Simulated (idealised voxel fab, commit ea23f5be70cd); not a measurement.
You're looking at the process module voxel self aligned vias.
cross-section cut | 180 nm wide | cells 5 nm
We lay out every cross-section as a grid of square cells and spell it out in bands from the top down, where one band means one or more rows of cells.
The band entry comprises the height of the band's top followed by the height of its bottom, expressed in nm, and subsequently the band's materials from left to right, each stated together with its width in nm. Where a single material is marked with the word "edge to edge", that material fills the band from edge to edge. The word "empty" represents empty space.
Zero point of the height axis is 0; under it, received wafer = one material. Lowest band: continues down indefinitely, "from 0 down".
Width "30 to 40": first value at the band's top row of cells, second value at its bottom row, equal change from row to row.
"all unchanged" -> step changed no cross-section cell.
Any empty space of 8 cells or more lacking an open way to the top shows up in "Fully enclosed voids" as width x height at distance, distance from the left edge, in nm.
after a step's settings: what the simulator itself notes on the step
For masked steps, "overlay nm" on the step line gives how far right of plan the mask actually lay; a minus sign means it lay to the left.
[Here's what the planned process steps look like]
1. RECEIVE (material Si)
2. CONFORMAL_DEP (material SiO2; thk nm 10)
3. CONFORMAL_DEP (material SiCN; thk nm 5)
4. DIRECTIONAL_DEP (material lowk; thk nm 20)
5. MASKED_ETCH (tone open; mask id LINES; width nm 25; pitch nm 65; etch materials lowk; depth nm 20; overlay nm 0)
6. CONFORMAL_DEP (material TiN; thk nm 5)
7. FILL_DEP (material W; thk nm 5)
8. CMP (height nm 35)
9. SELECTIVE_ETCH (etch materials W Ru TiN; depth nm 10)
10. FILL_DEP (material SiN; thk nm 5)
11. CMP (height nm 35)
12. DIRECTIONAL_DEP (material lowk; thk nm 15)
13. MASKED_ETCH (tone open; mask id VIAS; width nm 35; etch materials lowk; depth nm 15; overlay nm 0)
14. MASKED_ETCH (tone open; mask id VIAS; width nm 35; etch materials SiN; depth nm 10; overlay nm 0)
15. CONFORMAL_DEP (material TiN; thk nm 5)
16. FILL_DEP (material W; thk nm 5)
17. CMP (height nm 50)
18. CONFORMAL_DEP (material SiN; thk nm 5)
[The first of two wafers, run as planned]
[Shown in cross-section is the wafer as received, that is, as it stands after step 1]
- from 0 down = Si edge to edge
- Fully enclosed voids: none
[Presented here is a cross-section of the wafer after step 2 has been performed]
- from 10 to 0 = SiO2 edge to edge
- Heights below 0 show no change.
[Presented here is a cross-section of the wafer after step 3 has been performed]
- from 15 to 10 = SiCN edge to edge
- Heights below 10 show no change.
[Presented here is a cross-section of the wafer after step 4 has been performed]
- from 35 to 15 = lowk edge to edge
- Heights below 15 show no change.
[Presented here is a cross-section of the wafer after step 5 has been performed]
- from 35 to 15 = 45 of lowk, then 25 of empty, then 40 of lowk, then 25 of empty, then 45 of lowk
- Heights below 15 show no change.
[Presented here is a cross-section of the wafer after step 6 has been performed]
- from 40 to 35 = 50 of TiN, then 15 of empty, then 50 of TiN, then 15 of empty, then 50 of TiN
- from 35 to 20 = 45 of lowk, then 5 of TiN, then 15 of empty, then 5 of TiN, then 40 of lowk, then 5 of TiN, then 15 of empty, then 5 of TiN, then 45 of lowk
- from 20 to 15 = 45 of lowk, then 25 of TiN, then 40 of lowk, then 25 of TiN, then 45 of lowk
- Heights below 15 show no change.
[Presented here is a cross-section of the wafer after step 7 has been performed]
- from 45 to 40 = W edge to edge
- from 40 to 35 = 50 of TiN, then 15 of W, then 50 of TiN, then 15 of W, then 50 of TiN
- from 35 to 20 = 45 of lowk, then 5 of TiN, then 15 of W, then 5 of TiN, then 40 of lowk, then 5 of TiN, then 15 of W, then 5 of TiN, then 45 of lowk
- Heights below 20 show no change.
[Presented here is a cross-section of the wafer after step 8 has been performed]
- from 35 to 20 = 45 of lowk, then 5 of TiN, then 15 of W, then 5 of TiN, then 40 of lowk, then 5 of TiN, then 15 of W, then 5 of TiN, then 45 of lowk
- Heights below 20 show no change.
[Presented here is a cross-section of the wafer after step 9 has been performed]
- from 35 to 25 = 45 of lowk, then 25 of empty, then 40 of lowk, then 25 of empty, then 45 of lowk
- Heights below 25 show no change.
[Presented here is a cross-section of the wafer after step 10 has been performed]
- from 40 to 35 = SiN edge to edge
- from 35 to 25 = 45 of lowk, then 25 of SiN, then 40 of lowk, then 25 of SiN, then 45 of lowk
- Heights below 25 show no change.
[Presented here is a cross-section of the wafer after step 11 has been performed]
- from 35 to 25 = 45 of lowk, then 25 of SiN, then 40 of lowk, then 25 of SiN, then 45 of lowk
- Heights below 25 show no change.
[Presented here is a cross-section of the wafer after step 12 has been performed]
- from 50 to 35 = lowk edge to edge
- Heights below 35 show no change.
[Presented here is a cross-section of the wafer after step 13 has been performed]
- from 50 to 35 = 40 of lowk, then 35 of empty, then 105 of lowk
- Heights below 35 show no change.
[Presented here is a cross-section of the wafer after step 14 has been performed]
- from 50 to 35 = 40 of lowk, then 35 of empty, then 105 of lowk
- from 35 to 25 = 45 of lowk, then 25 of empty, then 40 of lowk, then 25 of SiN, then 45 of lowk
- Heights below 25 show no change.
[Presented here is a cross-section of the wafer after step 15 has been performed]
- from 55 to 50 = 45 of TiN, then 25 of empty, then 110 of TiN
- from 50 to 40 = 40 of lowk, then 5 of TiN, then 25 of empty, then 5 of TiN, then 105 of lowk
- from 40 to 35 = 40 of lowk, then 10 of TiN, then 15 of empty, then 10 of TiN, then 105 of lowk
- from 35 to 30 = 45 of lowk, then 5 of TiN, then 15 of empty, then 5 of TiN, then 40 of lowk, then 25 of SiN, then 45 of lowk
- from 30 to 25 = 45 of lowk, then 25 of TiN, then 40 of lowk, then 25 of SiN, then 45 of lowk
- Heights below 25 show no change.
[Presented here is a cross-section of the wafer after step 16 has been performed]
- from 60 to 55 = W edge to edge
- from 55 to 50 = 45 of TiN, then 25 of W, then 110 of TiN
- from 50 to 40 = 40 of lowk, then 5 of TiN, then 25 of W, then 5 of TiN, then 105 of lowk
- from 40 to 35 = 40 of lowk, then 10 of TiN, then 15 of W, then 10 of TiN, then 105 of lowk
- from 35 to 30 = 45 of lowk, then 5 of TiN, then 15 of W, then 5 of TiN, then 40 of lowk, then 25 of SiN, then 45 of lowk
- Heights below 30 show no change.
[Presented here is a cross-section of the wafer after step 17 has been performed]
- from 50 to 40 = 40 of lowk, then 5 of TiN, then 25 of W, then 5 of TiN, then 105 of lowk
- Heights below 40 show no change.
[Presented here is a cross-section of the wafer after step 18 has been performed]
- from 55 to 50 = SiN edge to edge
- Heights below 50 show no change.
[Here the second wafer is described. Its start and its plan were those of the first wafer. Its run contained one mistake. Up to and including step 12, it did exactly what the first wafer did]
[Second wafer, section view, time point: scheduled end of step 13]
- from 50 to 35 = 40 of lowk, then 35 of empty, then 105 of lowk
- from 35 to 30 = 40 of lowk, then 5 of empty, then 25 of SiN, then 5 of empty, then 35 of lowk, then 25 of SiN, then 45 of lowk
- Heights below 30 show no change.
[Second wafer, section view, time point: scheduled end of step 14]
- from 50 to 35 = 40 of lowk, then 35 of empty, then 105 of lowk
- from 35 to 25 = 40 to 45 of lowk, then 35 to 25 of empty, then 35 to 40 of lowk, then 25 of SiN, then 45 of lowk
- Heights below 25 show no change.
[Second wafer, section view, time point: scheduled end of step 15]
- from 55 to 50 = 45 of TiN, then 25 of empty, then 110 of TiN
- from 50 to 35 = 40 of lowk, then 5 of TiN, then 25 of empty, then 5 of TiN, then 105 of lowk
- from 35 to 30 = 40 of lowk, then 10 of TiN, then 15 of empty, then 10 of TiN, then 35 of lowk, then 25 of SiN, then 45 of lowk
- from 30 to 25 = 45 of lowk, then 25 of TiN, then 40 of lowk, then 25 of SiN, then 45 of lowk
- Heights below 25 show no change.
[Second wafer, section view, time point: scheduled end of step 16]
- from 60 to 55 = W edge to edge
- from 55 to 50 = 45 of TiN, then 25 of W, then 110 of TiN
- from 50 to 35 = 40 of lowk, then 5 of TiN, then 25 of W, then 5 of TiN, then 105 of lowk
- from 35 to 30 = 40 of lowk, then 10 of TiN, then 15 of W, then 10 of TiN, then 35 of lowk, then 25 of SiN, then 45 of lowk
- Heights below 30 show no change.
[Second wafer, section view, time point: scheduled end of step 17]
- from 50 to 35 = 40 of lowk, then 5 of TiN, then 25 of W, then 5 of TiN, then 105 of lowk
- Heights below 35 show no change.
[Second wafer, section view, time point: scheduled end of step 18]
- from 55 to 50 = SiN edge to edge
- Heights below 50 show no change.
Which mistake was made when the wafer was run? step 13 ran as: MASKED_ETCH (tone open; mask id VIAS; width nm 35; etch materials lowk; depth nm 20; overlay nm 0)
Final comparison by cell count, materials where the second wafer has more or fewer than the first: W: 2 more, lowk: 2 fewer
